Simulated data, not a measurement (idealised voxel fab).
Name of the process module below: voxel capacitor over wiring
Cross-section cut spans 155 nm and uses square cells 5 nm in size.
Reading order for cross-sections: top band down to bottom band. Underlying form: a grid of square cells. Band size: one or more rows of cells. Band: top height; bottom height; in nm. Then, left to right: material with width in nm, for each material. "edge to edge": a single material spanning edge to edge. "blank": empty space. Below 0: as-received wafer, all one material; heights counted from there. Lowest band: no bottom, goes on down, written "top 0, no bottom". A width given as "30..40" starts at the first number in the band's top row and ends at the second number in its bottom row, shifting by an equal amount at every step from row to row. It should be understood that the words "no modification", when stated for a given step, signify that the cross-section underwent no change in any of its cells during that step. The list in "Entrapped voids" covers empty spaces of 8 cells or more that cannot reach the top through any open way, and it gives each as width x height at distance; the distance is from the left edge, and width, height and distance are in nm. Formally, on a step line, whatever follows the settings is a remark that the simulator itself makes on the step. "overlay nm" on a masked step: distance the mask lay right of its planned place, negative for left.
Process steps (planned):
1,op RECEIVE | material Si
2,op CONFORMAL_DEP | material SiO2 | thk nm 15
3,op CONFORMAL_DEP | material SiCN | thk nm 5
4,op DIRECTIONAL_DEP | material SiO2 | thk nm 25
5,op DIRECTIONAL_DEP | material aC | thk nm 10
6,op PATTERN | tone open | mask id METAL_1 | material resist | width nm 30 | pitch nm 95 | thk nm 30 | overlay nm 0
7,op DIRECTIONAL_ETCH | etch materials aC | depth nm 10
8,op STRIP | etch materials resist
9,op DIRECTIONAL_ETCH | etch materials SiO2 | depth nm 25
10,op DIRECTIONAL_ETCH | etch materials SiCN | depth nm 5
11,op STRIP | etch materials aC
12,op CONFORMAL_DEP | material TiN | thk nm 5
13,op FILL_DEP | material Cu | thk nm 10
14,op CMP | height nm 45
15,op CONFORMAL_DEP | material SiCN | thk nm 5
16,op DIRECTIONAL_DEP | material SiO2 | thk nm 10
17,op MASKED_ETCH | tone open | mask id PLUG_1 | width nm 15 | etch materials SiO2 | depth nm 10 | overlay nm 0
18,op MASKED_ETCH | tone open | mask id PLUG_1 | width nm 15 | etch materials SiCN | depth nm 5 | overlay nm 0
19,op CONFORMAL_DEP | material TiN | thk nm 5
20,op FILL_DEP | material W | thk nm 10
21,op CMP | height nm 60
22,op DIRECTIONAL_DEP | material TiN | thk nm 10
23,op DIRECTIONAL_DEP | material HfO2 | thk nm 5
24,op DIRECTIONAL_DEP | material TiN | thk nm 10
25,op PATTERN | tone cover | mask id UPPER_PLATE | material resist | width nm 70 | thk nm 15 | overlay nm 0
26,op DIRECTIONAL_ETCH | etch materials TiN | depth nm 10
27,op DIRECTIONAL_ETCH | etch materials HfO2 | depth nm 5
28,op STRIP | etch materials resist
29,op DIRECTIONAL_DEP | material aC | thk nm 10
30,op PATTERN | tone cover | mask id LOWER_PLATE | material resist | width nm 80 | thk nm 25 | overlay nm 0
31,op DIRECTIONAL_ETCH | etch materials aC | depth nm 10
32,op STRIP | etch materials resist
33,op DIRECTIONAL_ETCH | etch materials TiN | depth nm 10
34,op STRIP | etch materials aC
35,op FILL_DEP | material SiO2 | thk nm 20
36,op CMP | height nm 100
37,op MASKED_ETCH | tone open | mask id PLUG_2 | width nm 15 | etch materials SiO2 | depth nm 15 | overlay nm 0
38,op CONFORMAL_DEP | material TiN | thk nm 5
39,op FILL_DEP | material Ru | thk nm 10
40,op CMP | height nm 100
41,op CONFORMAL_DEP | material SiCN | thk nm 5
The cross-section here shows the wafer as received, i.e. in its state after step 1:
    top 0, no bottom = Si edge to edge
    Entrapped voids: none
Same starting wafer, same plan as above, one mistake in the execution; this is the cross-section at the end of the module:
    top 105, bottom 100 = SiCN edge to edge
    top 100, bottom 90 = 35 SiO2, then 5 TiN, then 15 Ru, then 5 TiN, then 95 SiO2
    top 90, bottom 85 = 35 SiO2, then 25 TiN, then 95 SiO2
    top 85, bottom 75 = 30 SiO2, then 70 TiN, then 55 SiO2
    top 75, bottom 70 = 30 SiO2, then 70 HfO2, then 55 SiO2
    top 70, bottom 60 = 25 SiO2, then 80 TiN, then 50 SiO2
    top 60, bottom 50 = 30 SiO2, then 5 TiN, then 5 W, then 5 TiN, then 110 SiO2
    top 50, bottom 45 = 30 SiCN, then 15 TiN, then 110 SiCN
    top 45, bottom 20 = 15 SiO2, then 5 TiN, then 20 Cu, then 5 TiN, then 65 SiO2, then 5 TiN, then 20 Cu, then 5 TiN, then 15 SiO2
    top 20, bottom 15 = 15 SiCN, then 30 TiN, then 65 SiCN, then 30 TiN, then 15 SiCN
    top 15, bottom 0 = SiO2 edge to edge
    top 0, no bottom = Si edge to edge
    Entrapped voids: none
The mistake made against the process plan was this: so step 37 ended up running with a different setting than we planned, it ran as op MASKED_ETCH | tone open | mask id PLUG_2 | width nm 25 | etch materials SiO2 | depth nm 15 | overlay nm 0
